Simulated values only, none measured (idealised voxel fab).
Process module name: voxel capacitor over wiring
The figure presents cross-section cut, which has a width of 155 nm and is divided into square cells with an edge length of 5 nm.
How to read a cross-section here: the picture is a grid of square cells, written as bands going from the top down, and any band can span one or more rows of cells. Top, bottom (nm), then materials left to right with widths (nm); lone material tagged "everywhere" fills the whole band edge to edge; "empty" = empty space. Height datum 0, below which the as-received substrate wafer is one material. Lowest band open at the bottom, running downward: "0 and below". Note: "30 to 40" means the width goes from the first number (top row of the band) to the second number (bottom row) in equal steps per row of cells. For the purposes of this document, the phrase "remained the same" attached to a step denotes that no cell within the cross-section was modified by that step. So "Closed void table" is basically the list of trapped voids: any empty space of 8 cells or more that can't reach the top through an opening. They're written width x height at distance, the distance being from the left edge, and it's all nm. The remark found on a step's line after its settings is issued by the simulator itself and pertains to that step. "overlay nm", when on a step's line for a step with a mask, measures how far to the right of its planned place the mask lay; a negative measure means to the left.

**These are the steps we planned for the process**
- 1: RECEIVE: material Si
- 2: CONFORMAL_DEP: material SiO2, thk nm 15
- 3: CONFORMAL_DEP: material SiCN, thk nm 5
- 4: DIRECTIONAL_DEP: material SiO2, thk nm 25
- 5: DIRECTIONAL_DEP: material aC, thk nm 10
- 6: PATTERN: tone open, mask id METAL_1, material resist, width nm 30, pitch nm 95, thk nm 30, overlay nm 0
- 7: DIRECTIONAL_ETCH: etch materials aC, depth nm 10
- 8: STRIP: etch materials resist
- 9: DIRECTIONAL_ETCH: etch materials SiO2, depth nm 25
- 10: DIRECTIONAL_ETCH: etch materials SiCN, depth nm 5
- 11: STRIP: etch materials aC
- 12: CONFORMAL_DEP: material TiN, thk nm 5
- 13: FILL_DEP: material Cu, thk nm 10
- 14: CMP: height nm 45
- 15: CONFORMAL_DEP: material SiCN, thk nm 5
- 16: DIRECTIONAL_DEP: material SiO2, thk nm 10
- 17: MASKED_ETCH: tone open, mask id PLUG_1, width nm 15, etch materials SiO2, depth nm 10, overlay nm 0
- 18: MASKED_ETCH: tone open, mask id PLUG_1, width nm 15, etch materials SiCN, depth nm 5, overlay nm 0
- 19: CONFORMAL_DEP: material TiN, thk nm 5
- 20: FILL_DEP: material W, thk nm 10
- 21: CMP: height nm 60
- 22: DIRECTIONAL_DEP: material TiN, thk nm 10
- 23: DIRECTIONAL_DEP: material HfO2, thk nm 5
- 24: DIRECTIONAL_DEP: material TiN, thk nm 10
- 25: PATTERN: tone cover, mask id UPPER_PLATE, material resist, width nm 70, thk nm 15, overlay nm 0
- 26: DIRECTIONAL_ETCH: etch materials TiN, depth nm 10
- 27: DIRECTIONAL_ETCH: etch materials HfO2, depth nm 5
- 28: STRIP: etch materials resist
- 29: DIRECTIONAL_DEP: material aC, thk nm 10
- 30: PATTERN: tone cover, mask id LOWER_PLATE, material resist, width nm 80, thk nm 25, overlay nm 0
- 31: DIRECTIONAL_ETCH: etch materials aC, depth nm 10
- 32: STRIP: etch materials resist
- 33: DIRECTIONAL_ETCH: etch materials TiN, depth nm 10
- 34: STRIP: etch materials aC
- 35: FILL_DEP: material SiO2, thk nm 20
- 36: CMP: height nm 100
- 37: MASKED_ETCH: tone open, mask id PLUG_2, width nm 15, etch materials SiO2, depth nm 15, overlay nm 0
- 38: CONFORMAL_DEP: material TiN, thk nm 5
- 39: FILL_DEP: material Ru, thk nm 10
- 40: CMP: height nm 100
- 41: CONFORMAL_DEP: material SiCN, thk nm 5

**So, the first of our two wafers, run just as we planned it**

**Step 1 complete: cross-section of the wafer as received**
* 0 and below | Si everywhere
* Closed void table: none

**Take a look at the wafer's cross-section after step 2**
* 15 down to 0 | SiO2 everywhere
* No changes below 0.

**Take a look at the wafer's cross-section after step 3**
* 20 down to 15 | SiCN everywhere
* No changes below 15.

**Take a look at the wafer's cross-section after step 4**
* 45 down to 20 | SiO2 everywhere
* No changes below 20.

**Take a look at the wafer's cross-section after step 5**
* 55 down to 45 | aC everywhere
* No changes below 45.

**Take a look at the wafer's cross-section after step 6**
* 85 down to 55 | resist (15) | empty (30) | resist (65) | empty (30) | resist (15)
* No changes below 55.

**Take a look at the wafer's cross-section after step 7**
* 75 down to 55 | resist (15) | empty (30) | resist (65) | empty (30) | resist (15)
* 55 down to 45 | aC (15) | empty (30) | aC (65) | empty (30) | aC (15)
* No changes below 45.

**Take a look at the wafer's cross-section after step 8**
* 55 down to 45 | aC (15) | empty (30) | aC (65) | empty (30) | aC (15)
* No changes below 45.

**Take a look at the wafer's cross-section after step 9**
* 55 down to 45 | aC (15) | empty (30) | aC (65) | empty (30) | aC (15)
* 45 down to 20 | SiO2 (15) | empty (30) | SiO2 (65) | empty (30) | SiO2 (15)
* No changes below 20.

**Take a look at the wafer's cross-section after step 10**
* 55 down to 45 | aC (15) | empty (30) | aC (65) | empty (30) | aC (15)
* 45 down to 20 | SiO2 (15) | empty (30) | SiO2 (65) | empty (30) | SiO2 (15)
* 20 down to 15 | SiCN (15) | empty (30) | SiCN (65) | empty (30) | SiCN (15)
* No changes below 15.

**Take a look at the wafer's cross-section after step 11**
* 45 down to 20 | SiO2 (15) | empty (30) | SiO2 (65) | empty (30) | SiO2 (15)
* No changes below 20.

**Take a look at the wafer's cross-section after step 12**
* 50 down to 45 | TiN (20) | empty (20) | TiN (75) | empty (20) | TiN (20)
* 45 down to 20 | SiO2 (15) | TiN (5) | empty (20) | TiN (5) | SiO2 (65) | TiN (5) | empty (20) | TiN (5) | SiO2 (15)
* 20 down to 15 | SiCN (15) | TiN (30) | SiCN (65) | TiN (30) | SiCN (15)
* No changes below 15.

**Take a look at the wafer's cross-section after step 13**
* 60 down to 50 | Cu everywhere
* 50 down to 45 | TiN (20) | Cu (20) | TiN (75) | Cu (20) | TiN (20)
* 45 down to 20 | SiO2 (15) | TiN (5) | Cu (20) | TiN (5) | SiO2 (65) | TiN (5) | Cu (20) | TiN (5) | SiO2 (15)
* No changes below 20.

**Take a look at the wafer's cross-section after step 14**
* 45 down to 20 | SiO2 (15) | TiN (5) | Cu (20) | TiN (5) | SiO2 (65) | TiN (5) | Cu (20) | TiN (5) | SiO2 (15)
* No changes below 20.

**Take a look at the wafer's cross-section after step 15**
* 50 down to 45 | SiCN everywhere
* No changes below 45.

**Take a look at the wafer's cross-section after step 16**
* 60 down to 50 | SiO2 everywhere
* No changes below 50.

**Take a look at the wafer's cross-section after step 17**
* 60 down to 50 | SiO2 (30) | empty (15) | SiO2 (110)
* No changes below 50.

**Take a look at the wafer's cross-section after step 18**
* 60 down to 50 | SiO2 (30) | empty (15) | SiO2 (110)
* 50 down to 45 | SiCN (30) | empty (15) | SiCN (110)
* No changes below 45.

**Take a look at the wafer's cross-section after step 19**
* 65 down to 60 | TiN (35) | empty (5) | TiN (115)
* 60 down to 50 | SiO2 (30) | TiN (5) | empty (5) | TiN (5) | SiO2 (110)
* 50 down to 45 | SiCN (30) | TiN (15) | SiCN (110)
* No changes below 45.

**Take a look at the wafer's cross-section after step 20**
* 75 down to 65 | W everywhere
* 65 down to 60 | TiN (35) | W (5) | TiN (115)
* 60 down to 50 | SiO2 (30) | TiN (5) | W (5) | TiN (5) | SiO2 (110)
* No changes below 50.

**Take a look at the wafer's cross-section after step 21**
* 60 down to 50 | SiO2 (30) | TiN (5) | W (5) | TiN (5) | SiO2 (110)
* No changes below 50.

**Take a look at the wafer's cross-section after step 22**
* 70 down to 60 | TiN everywhere
* No changes below 60.

**Take a look at the wafer's cross-section after step 23**
* 75 down to 70 | HfO2 everywhere
* No changes below 70.

**Take a look at the wafer's cross-section after step 24**
* 85 down to 75 | TiN everywhere
* No changes below 75.

**Take a look at the wafer's cross-section after step 25**
* 100 down to 85 | empty (30) | resist (70) | empty (55)
* No changes below 85.

**Take a look at the wafer's cross-section after step 26**
* 100 down to 85 | empty (30) | resist (70) | empty (55)
* 85 down to 75 | empty (30) | TiN (70) | empty (55)
* No changes below 75.

**Take a look at the wafer's cross-section after step 27**
* 100 down to 85 | empty (30) | resist (70) | empty (55)
* 85 down to 75 | empty (30) | TiN (70) | empty (55)
* 75 down to 70 | empty (30) | HfO2 (70) | empty (55)
* No changes below 70.

**Take a look at the wafer's cross-section after step 28**
* 85 down to 75 | empty (30) | TiN (70) | empty (55)
* No changes below 75.

**Take a look at the wafer's cross-section after step 29**
* 95 down to 85 | empty (30) | aC (70) | empty (55)
* 85 down to 80 | empty (30) | TiN (70) | empty (55)
* 80 down to 75 | aC (30) | TiN (70) | aC (55)
* 75 down to 70 | aC (30) | HfO2 (70) | aC (55)
* No changes below 70.

**Take a look at the wafer's cross-section after step 30**
* 120 down to 95 | empty (25) | resist (80) | empty (50)
* 95 down to 85 | empty (25) | resist (5) | aC (70) | resist (5) | empty (50)
* 85 down to 80 | empty (25) | resist (5) | TiN (70) | resist (5) | empty (50)
* No changes below 80.

**Take a look at the wafer's cross-section after step 31**
* 110 down to 95 | empty (25) | resist (80) | empty (50)
* 95 down to 85 | empty (25) | resist (5) | aC (70) | resist (5) | empty (50)
* 85 down to 80 | empty (25) | resist (5) | TiN (70) | resist (5) | empty (50)
* 80 down to 75 | empty (25) | aC (5) | TiN (70) | aC (5) | empty (50)
* 75 down to 70 | empty (25) | aC (5) | HfO2 (70) | aC (5) | empty (50)
* No changes below 70.

**Take a look at the wafer's cross-section after step 32**
* 95 down to 85 | empty (30) | aC (70) | empty (55)
* 85 down to 80 | empty (30) | TiN (70) | empty (55)
* No changes below 80.

**Take a look at the wafer's cross-section after step 33**
* 95 down to 85 | empty (30) | aC (70) | empty (55)
* 85 down to 80 | empty (30) | TiN (70) | empty (55)
* 80 down to 75 | empty (25) | aC (5) | TiN (70) | aC (5) | empty (50)
* 75 down to 70 | empty (25) | aC (5) | HfO2 (70) | aC (5) | empty (50)
* 70 down to 60 | empty (25) | TiN (80) | empty (50)
* No changes below 60.

**Take a look at the wafer's cross-section after step 34**
* 85 down to 75 | empty (30) | TiN (70) | empty (55)
* 75 down to 70 | empty (30) | HfO2 (70) | empty (55)
* No changes below 70.

**Take a look at the wafer's cross-section after step 35**
* 105 down to 85 | SiO2 everywhere
* 85 down to 75 | SiO2 (30) | TiN (70) | SiO2 (55)
* 75 down to 70 | SiO2 (30) | HfO2 (70) | SiO2 (55)
* 70 down to 60 | SiO2 (25) | TiN (80) | SiO2 (50)
* No changes below 60.

**Take a look at the wafer's cross-section after step 36**
* 100 down to 85 | SiO2 everywhere
* No changes below 85.

**Take a look at the wafer's cross-section after step 37**
* 100 down to 85 | SiO2 (40) | empty (15) | SiO2 (100)
* No changes below 85.

**Take a look at the wafer's cross-section after step 38**
* 105 down to 100 | TiN (45) | empty (5) | TiN (105)
* 100 down to 90 | SiO2 (40) | TiN (5) | empty (5) | TiN (5) | SiO2 (100)
* 90 down to 85 | SiO2 (40) | TiN (15) | SiO2 (100)
* No changes below 85.

**Take a look at the wafer's cross-section after step 39**
* 115 down to 105 | Ru everywhere
* 105 down to 100 | TiN (45) | Ru (5) | TiN (105)
* 100 down to 90 | SiO2 (40) | TiN (5) | Ru (5) | TiN (5) | SiO2 (100)
* No changes below 90.

**Take a look at the wafer's cross-section after step 40**
* 100 down to 90 | SiO2 (40) | TiN (5) | Ru (5) | TiN (5) | SiO2 (100)
* No changes below 90.

**Take a look at the wafer's cross-section after step 41**
* 105 down to 100 | SiCN everywhere
* No changes below 100.

**The remaining wafer, second of the two, started like the first and was run to the same plan, except that one mistake was made along the way; the two coincide through step 1, inclusive**

**X-section, second wafer, when step 2 was due to finish**
* 30 down to 0 | SiO2 everywhere
* No changes below 0.

**X-section, second wafer, when step 3 was due to finish**
* 35 down to 30 | SiCN everywhere
* No changes below 30.

**X-section, second wafer, when step 4 was due to finish**
* 60 down to 35 | SiO2 everywhere
* No changes below 35.

**X-section, second wafer, when step 5 was due to finish**
* 70 down to 60 | aC everywhere
* No changes below 60.

**X-section, second wafer, when step 6 was due to finish**
* 100 down to 70 | resist (15) | empty (30) | resist (65) | empty (30) | resist (15)
* No changes below 70.

**X-section, second wafer, when step 7 was due to finish**
* 90 down to 70 | resist (15) | empty (30) | resist (65) | empty (30) | resist (15)
* 70 down to 60 | aC (15) | empty (30) | aC (65) | empty (30) | aC (15)
* No changes below 60.

**X-section, second wafer, when step 8 was due to finish**
* 70 down to 60 | aC (15) | empty (30) | aC (65) | empty (30) | aC (15)
* No changes below 60.

**X-section, second wafer, when step 9 was due to finish**
* 70 down to 60 | aC (15) | empty (30) | aC (65) | empty (30) | aC (15)
* 60 down to 35 | SiO2 (15) | empty (30) | SiO2 (65) | empty (30) | SiO2 (15)
* No changes below 35.

**X-section, second wafer, when step 10 was due to finish**
* 70 down to 60 | aC (15) | empty (30) | aC (65) | empty (30) | aC (15)
* 60 down to 35 | SiO2 (15) | empty (30) | SiO2 (65) | empty (30) | SiO2 (15)
* 35 down to 30 | SiCN (15) | empty (30) | SiCN (65) | empty (30) | SiCN (15)
* No changes below 30.

**X-section, second wafer, when step 11 was due to finish**
* 60 down to 35 | SiO2 (15) | empty (30) | SiO2 (65) | empty (30) | SiO2 (15)
* No changes below 35.

**X-section, second wafer, when step 12 was due to finish**
* 65 down to 60 | TiN (20) | empty (20) | TiN (75) | empty (20) | TiN (20)
* 60 down to 35 | SiO2 (15) | TiN (5) | empty (20) | TiN (5) | SiO2 (65) | TiN (5) | empty (20) | TiN (5) | SiO2 (15)
* 35 down to 30 | SiCN (15) | TiN (30) | SiCN (65) | TiN (30) | SiCN (15)
* No changes below 30.

**X-section, second wafer, when step 13 was due to finish**
* 75 down to 65 | Cu everywhere
* 65 down to 60 | TiN (20) | Cu (20) | TiN (75) | Cu (20) | TiN (20)
* 60 down to 35 | SiO2 (15) | TiN (5) | Cu (20) | TiN (5) | SiO2 (65) | TiN (5) | Cu (20) | TiN (5) | SiO2 (15)
* No changes below 35.

**X-section, second wafer, when step 14 was due to finish**
* 45 down to 35 | SiO2 (15) | TiN (5) | Cu (20) | TiN (5) | SiO2 (65) | TiN (5) | Cu (20) | TiN (5) | SiO2 (15)
* No changes below 35.

**X-section, second wafer, when step 15 was due to finish**
* 50 down to 45 | SiCN everywhere
* No changes below 45.

**X-section, second wafer, when step 16 was due to finish**
* 60 down to 50 | SiO2 everywhere
* No changes below 50.

**X-section, second wafer, when step 17 was due to finish**
* 60 down to 50 | SiO2 (30) | empty (15) | SiO2 (110)
* No changes below 50.

**X-section, second wafer, when step 18 was due to finish**
* 60 down to 50 | SiO2 (30) | empty (15) | SiO2 (110)
* 50 down to 45 | SiCN (30) | empty (15) | SiCN (110)
* No changes below 45.

**X-section, second wafer, when step 19 was due to finish**
* 65 down to 60 | TiN (35) | empty (5) | TiN (115)
* 60 down to 50 | SiO2 (30) | TiN (5) | empty (5) | TiN (5) | SiO2 (110)
* 50 down to 45 | SiCN (30) | TiN (15) | SiCN (110)
* No changes below 45.

**X-section, second wafer, when step 20 was due to finish**
* 75 down to 65 | W everywhere
* 65 down to 60 | TiN (35) | W (5) | TiN (115)
* 60 down to 50 | SiO2 (30) | TiN (5) | W (5) | TiN (5) | SiO2 (110)
* No changes below 50.

**X-section, second wafer, when step 21 was due to finish**
* 60 down to 50 | SiO2 (30) | TiN (5) | W (5) | TiN (5) | SiO2 (110)
* No changes below 50.

**X-section, second wafer, when step 22 was due to finish**
* 70 down to 60 | TiN everywhere
* No changes below 60.

**X-section, second wafer, when step 23 was due to finish**
* 75 down to 70 | HfO2 everywhere
* No changes below 70.

**X-section, second wafer, when step 24 was due to finish**
* 85 down to 75 | TiN everywhere
* No changes below 75.

**X-section, second wafer, when step 25 was due to finish**
* 100 down to 85 | empty (30) | resist (70) | empty (55)
* No changes below 85.

**X-section, second wafer, when step 26 was due to finish**
* 100 down to 85 | empty (30) | resist (70) | empty (55)
* 85 down to 75 | empty (30) | TiN (70) | empty (55)
* No changes below 75.

**X-section, second wafer, when step 27 was due to finish**
* 100 down to 85 | empty (30) | resist (70) | empty (55)
* 85 down to 75 | empty (30) | TiN (70) | empty (55)
* 75 down to 70 | empty (30) | HfO2 (70) | empty (55)
* No changes below 70.

**X-section, second wafer, when step 28 was due to finish**
* 85 down to 75 | empty (30) | TiN (70) | empty (55)
* No changes below 75.

**X-section, second wafer, when step 29 was due to finish**
* 95 down to 85 | empty (30) | aC (70) | empty (55)
* 85 down to 80 | empty (30) | TiN (70) | empty (55)
* 80 down to 75 | aC (30) | TiN (70) | aC (55)
* 75 down to 70 | aC (30) | HfO2 (70) | aC (55)
* No changes below 70.

**X-section, second wafer, when step 30 was due to finish**
* 120 down to 95 | empty (25) | resist (80) | empty (50)
* 95 down to 85 | empty (25) | resist (5) | aC (70) | resist (5) | empty (50)
* 85 down to 80 | empty (25) | resist (5) | TiN (70) | resist (5) | empty (50)
* No changes below 80.

**X-section, second wafer, when step 31 was due to finish**
* 110 down to 95 | empty (25) | resist (80) | empty (50)
* 95 down to 85 | empty (25) | resist (5) | aC (70) | resist (5) | empty (50)
* 85 down to 80 | empty (25) | resist (5) | TiN (70) | resist (5) | empty (50)
* 80 down to 75 | empty (25) | aC (5) | TiN (70) | aC (5) | empty (50)
* 75 down to 70 | empty (25) | aC (5) | HfO2 (70) | aC (5) | empty (50)
* No changes below 70.

**X-section, second wafer, when step 32 was due to finish**
* 95 down to 85 | empty (30) | aC (70) | empty (55)
* 85 down to 80 | empty (30) | TiN (70) | empty (55)
* No changes below 80.

**X-section, second wafer, when step 33 was due to finish**
* 95 down to 85 | empty (30) | aC (70) | empty (55)
* 85 down to 80 | empty (30) | TiN (70) | empty (55)
* 80 down to 75 | empty (25) | aC (5) | TiN (70) | aC (5) | empty (50)
* 75 down to 70 | empty (25) | aC (5) | HfO2 (70) | aC (5) | empty (50)
* 70 down to 60 | empty (25) | TiN (80) | empty (50)
* No changes below 60.

**X-section, second wafer, when step 34 was due to finish**
* 85 down to 75 | empty (30) | TiN (70) | empty (55)
* 75 down to 70 | empty (30) | HfO2 (70) | empty (55)
* No changes below 70.

**X-section, second wafer, when step 35 was due to finish**
* 105 down to 85 | SiO2 everywhere
* 85 down to 75 | SiO2 (30) | TiN (70) | SiO2 (55)
* 75 down to 70 | SiO2 (30) | HfO2 (70) | SiO2 (55)
* 70 down to 60 | SiO2 (25) | TiN (80) | SiO2 (50)
* No changes below 60.

**X-section, second wafer, when step 36 was due to finish**
* 100 down to 85 | SiO2 everywhere
* No changes below 85.

**X-section, second wafer, when step 37 was due to finish**
* 100 down to 85 | SiO2 (40) | empty (15) | SiO2 (100)
* No changes below 85.

**X-section, second wafer, when step 38 was due to finish**
* 105 down to 100 | TiN (45) | empty (5) | TiN (105)
* 100 down to 90 | SiO2 (40) | TiN (5) | empty (5) | TiN (5) | SiO2 (100)
* 90 down to 85 | SiO2 (40) | TiN (15) | SiO2 (100)
* No changes below 85.

**X-section, second wafer, when step 39 was due to finish**
* 115 down to 105 | Ru everywhere
* 105 down to 100 | TiN (45) | Ru (5) | TiN (105)
* 100 down to 90 | SiO2 (40) | TiN (5) | Ru (5) | TiN (5) | SiO2 (100)
* No changes below 90.

**X-section, second wafer, when step 40 was due to finish**
* 100 down to 90 | SiO2 (40) | TiN (5) | Ru (5) | TiN (5) | SiO2 (100)
* No changes below 90.

**X-section, second wafer, when step 41 was due to finish**
* 105 down to 100 | SiCN everywhere
* No changes below 100.
Against the plan, the run slipped here: heads up, step 2 of the plan got done twice
Final wafer comparison in cells, second versus first, more or fewer per material: Cu: 24 fewer, SiO2: 36 more, TiN: 12 fewer
